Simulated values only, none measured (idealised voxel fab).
The process module that follows is named voxel released beams.
Cross-section cut: width 195 nm, square cells of 5 nm.
Format of a cross-section: grid, square cells. Given as bands. Order: top down. Band: one or more rows of cells.
Quick guide to a band line: top height, bottom height (nm) up front; then every material left to right with its width in nm. Only one material and it's marked "edge to edge"? Then it fills the band edge to edge. And "blank" just means empty space.
Height is counted from the level 0, under which the received wafer is composed throughout of one material. The lowest of the bands is not closed at the bottom but continues downward, in the notation "z 0 and below".
Width: "30..40" (first number = top row, second number = bottom row, same change from row to row of cells).
"same as before" for a step: no cell of the cross-section changed in that step.
Voids not open to the top, 8 cells minimum: see "Closed void table". Written width x height at distance; distance is from the left edge; nm.
after a step's settings: what the simulator itself notes on the step
Regarding "overlay nm": on a step with a mask, it is the distance the mask lay to the right of its planned place; a negative value places it to the left.

The planned process steps are enumerated hereunder:
- 1: RECEIVE (material Si)
- 2: CONFORMAL_DEP (material Al2O3; thk nm 10)
- 3: DIRECTIONAL_DEP (material SiO2; thk nm 15)
- 4: DIRECTIONAL_DEP (material aC; thk nm 10)
- 5: PATTERN (tone open; mask id ANCHOR; material resist; width nm 40; thk nm 30; overlay nm 0)
- 6: DIRECTIONAL_ETCH (etch materials aC; depth nm 10)
- 7: STRIP (etch materials resist)
- 8: DIRECTIONAL_ETCH (etch materials SiO2; depth nm 15)
- 9: STRIP (etch materials aC)
- 10: CONFORMAL_DEP (material SiN; thk nm 15)
- 11: MASKED_ETCH (tone cover; mask id BEAM; width nm 85; etch materials SiN; depth nm 15; overlay nm 0)
- 12: STRIP (etch materials SiO2)

What follows covers the first of two wafers; it ran as planned:

Cross-section of the wafer at receipt, which is the condition after step 1:
* z 0 and below  Si edge to edge
* Closed void table: none

Sectional view: wafer, after step 2:
* z 10 to 0  Al2O3 edge to edge
* below 0: unchanged

Sectional view: wafer, after step 3:
* z 25 to 10  SiO2 edge to edge
* below 10: unchanged

Sectional view: wafer, after step 4:
* z 35 to 25  aC edge to edge
* below 25: unchanged

Sectional view: wafer, after step 5:
* z 65 to 35  55 resist, then 40 blank, then 100 resist
* below 35: unchanged

Sectional view: wafer, after step 6:
* z 55 to 35  55 resist, then 40 blank, then 100 resist
* z 35 to 25  55 aC, then 40 blank, then 100 aC
* below 25: unchanged

Sectional view: wafer, after step 7:
* z 35 to 25  55 aC, then 40 blank, then 100 aC
* below 25: unchanged

Sectional view: wafer, after step 8:
* z 35 to 25  55 aC, then 40 blank, then 100 aC
* z 25 to 10  55 SiO2, then 40 blank, then 100 SiO2
* below 10: unchanged

Sectional view: wafer, after step 9:
* z 25 to 10  55 SiO2, then 40 blank, then 100 SiO2
* below 10: unchanged

Sectional view: wafer, after step 10:
* z 40 to 25  70 SiN, then 10 blank, then 115 SiN
* z 25 to 10  55 SiO2, then 40 SiN, then 100 SiO2
* below 10: unchanged

Sectional view: wafer, after step 11:
* z 40 to 25  50 blank, then 20 SiN, then 10 blank, then 55 SiN, then 60 blank
* below 25: unchanged

Sectional view: wafer, after step 12:
* z 40 to 25  50 blank, then 20 SiN, then 10 blank, then 55 SiN, then 60 blank
* z 25 to 10  55 blank, then 40 SiN, then 100 blank
* below 10: unchanged

The second wafer: identical to the first at the outset and in its planned sequence, differing only in that one mistake was made during processing; up to and including step 1, its path is the first wafer's path:

Second wafer, cut view, end of step 2 per plan:
* z 10 to 0  SiO2 edge to edge
* below 0: unchanged

Second wafer, cut view, end of step 3 per plan:
* z 25 to 0  SiO2 edge to edge
* below 0: unchanged

Second wafer, cut view, end of step 4 per plan:
* z 35 to 25  aC edge to edge
* below 25: unchanged

Second wafer, cut view, end of step 5 per plan:
* z 65 to 35  55 resist, then 40 blank, then 100 resist
* below 35: unchanged

Second wafer, cut view, end of step 6 per plan:
* z 55 to 35  55 resist, then 40 blank, then 100 resist
* z 35 to 25  55 aC, then 40 blank, then 100 aC
* below 25: unchanged

Second wafer, cut view, end of step 7 per plan:
* z 35 to 25  55 aC, then 40 blank, then 100 aC
* below 25: unchanged

Second wafer, cut view, end of step 8 per plan:
* z 35 to 25  55 aC, then 40 blank, then 100 aC
* z 25 to 10  55 SiO2, then 40 blank, then 100 SiO2
* below 10: unchanged

Second wafer, cut view, end of step 9 per plan:
* z 25 to 10  55 SiO2, then 40 blank, then 100 SiO2
* below 10: unchanged

Second wafer, cut view, end of step 10 per plan:
* z 40 to 25  70 SiN, then 10 blank, then 115 SiN
* z 25 to 10  55 SiO2, then 40 SiN, then 100 SiO2
* below 10: unchanged

Second wafer, cut view, end of step 11 per plan:
* z 40 to 25  50 blank, then 20 SiN, then 10 blank, then 55 SiN, then 60 blank
* below 25: unchanged

Second wafer, cut view, end of step 12 per plan:
* z 0 and below  Si edge to edge
Want to know what went wrong? step 2 was not run as planned; what actually ran was CONFORMAL_DEP (material SiO2; thk nm 10)
Final tally in cells, some materials are higher or lower on the second wafer than on the first: Al2O3: 78 fewer | SiN: 69 fewer
